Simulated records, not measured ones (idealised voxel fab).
process module | voxel air gaps
cross-section cut | 250 nm wide | cells 5 nm
A cross-section is a grid of square cells, given in bands from the top down. A band is one or more rows of cells.
Each band's line starts with the height of the band's top and of its bottom, in nm. Then come its materials from left to right, each with its width in nm. One material with "throughout" fills the band from edge to edge. "air" is empty space.
Height 0 is the level under which the wafer as received is all one material. The lowest band goes on downwards, as in "0 down".
A width such as "30 to 40" changes by the same amount from each row of cells to the next, from the band's top row to its bottom row.
"no change" after a step means that no cell of the cross-section changed.
closed voids: empty space of 8 cells or more with no open way to the top, each as width x height at its distance from the left edge, in nm
after a step's settings: what the simulator itself notes on the step
overlay nm, on a step with a mask: how far to the right of its planned place the mask lay; to the left if negative
plan
1 op RECEIVE | material Si
2 op CONFORMAL_DEP | material SiO2 | thk nm 10
3 op CONFORMAL_DEP | material SiN | thk nm 5
4 op DIRECTIONAL_DEP | material lowk | thk nm 30
5 op DIRECTIONAL_DEP | material aC | thk nm 15
6 op PATTERN | tone open | mask id LINES | material resist | width nm 15 | pitch nm 40 | thk nm 35 | overlay nm 0
7 op DIRECTIONAL_ETCH | etch materials aC | depth nm 15
8 op STRIP | etch materials resist
9 op DIRECTIONAL_ETCH | etch materials lowk | depth nm 30
10 op STRIP | etch materials aC
11 op CONFORMAL_DEP | material TiN | thk nm 5
12 op FILL_DEP | material Cu | thk nm 5
13 op CMP | height nm 45
14 op EPI | material Ru | thk nm 10
15 op SELECTIVE_ETCH | etch materials lowk | depth nm 40
16 op CONFORMAL_DEP | material SiN | thk nm 5
as received, after step 1
  0 down: Si throughout
  closed voids: none
first wafer at the end, as planned
  60 to 55: air 40 | SiN 165 | air 45
  55 to 45: air 40 | SiN 5 | Ru 35 | SiN 5 | Ru 35 | SiN 5 | Ru 35 | SiN 5 | Ru 35 | SiN 5 | air 45
  45 to 40: air 40 | SiN 15 | TiN 5 | Cu 5 | TiN 5 | SiN 25 | TiN 5 | Cu 5 | TiN 5 | SiN 25 | TiN 5 | Cu 5 | TiN 5 | SiN 25 | TiN 5 | Cu 5 | TiN 5 | SiN 15 | air 45
  40 to 20: air 50 | SiN 5 | TiN 5 | Cu 5 | TiN 5 | SiN 5 | air 15 | SiN 5 | TiN 5 | Cu 5 | TiN 5 | SiN 5 | air 15 | SiN 5 | TiN 5 | Cu 5 | TiN 5 | SiN 5 | air 15 | SiN 5 | TiN 5 | Cu 5 | TiN 5 | SiN 5 | air 55
  20 to 15: SiN 55 | TiN 15 | SiN 25 | TiN 15 | SiN 25 | TiN 15 | SiN 25 | TiN 15 | SiN 60
  15 to 10: SiN throughout
  10 to 0: SiO2 throughout
  0 down: Si throughout
  closed voids: 15 x 20 at 75; 15 x 20 at 115; 15 x 20 at 155
second wafer at the end: like start, like plan, one mistake
  60 to 55: air 40 | SiN 165 | air 45
  55 to 45: air 40 | SiN 5 | Ru 35 | SiN 5 | Ru 35 | SiN 5 | Ru 35 | SiN 5 | Ru 35 | SiN 5 | air 45
  45 to 20: air 40 | SiN 5 | Ru 10 | TiN 5 | Cu 5 | TiN 5 | Ru 10 | SiN 5 | Ru 10 | TiN 5 | Cu 5 | TiN 5 | Ru 10 | SiN 5 | Ru 10 | TiN 5 | Cu 5 | TiN 5 | Ru 10 | SiN 5 | Ru 10 | TiN 5 | Cu 5 | TiN 5 | Ru 10 | SiN 5 | air 45
  20 to 15: SiN 45 | Ru 10 | TiN 15 | Ru 10 | SiN 5 | Ru 10 | TiN 15 | Ru 10 | SiN 5 | Ru 10 | TiN 15 | Ru 10 | SiN 5 | Ru 10 | TiN 15 | Ru 10 | SiN 50
  15 to 10: SiN throughout
  10 to 0: SiO2 throughout
  0 down: Si throughout
  closed voids: none
what went wrong: steps 14 and 15 were swapped
at the end the second wafer has, in cells: 96 more of Ru | 44 fewer of SiN
closed voids at the end (first wafer, second wafer): 3, 0
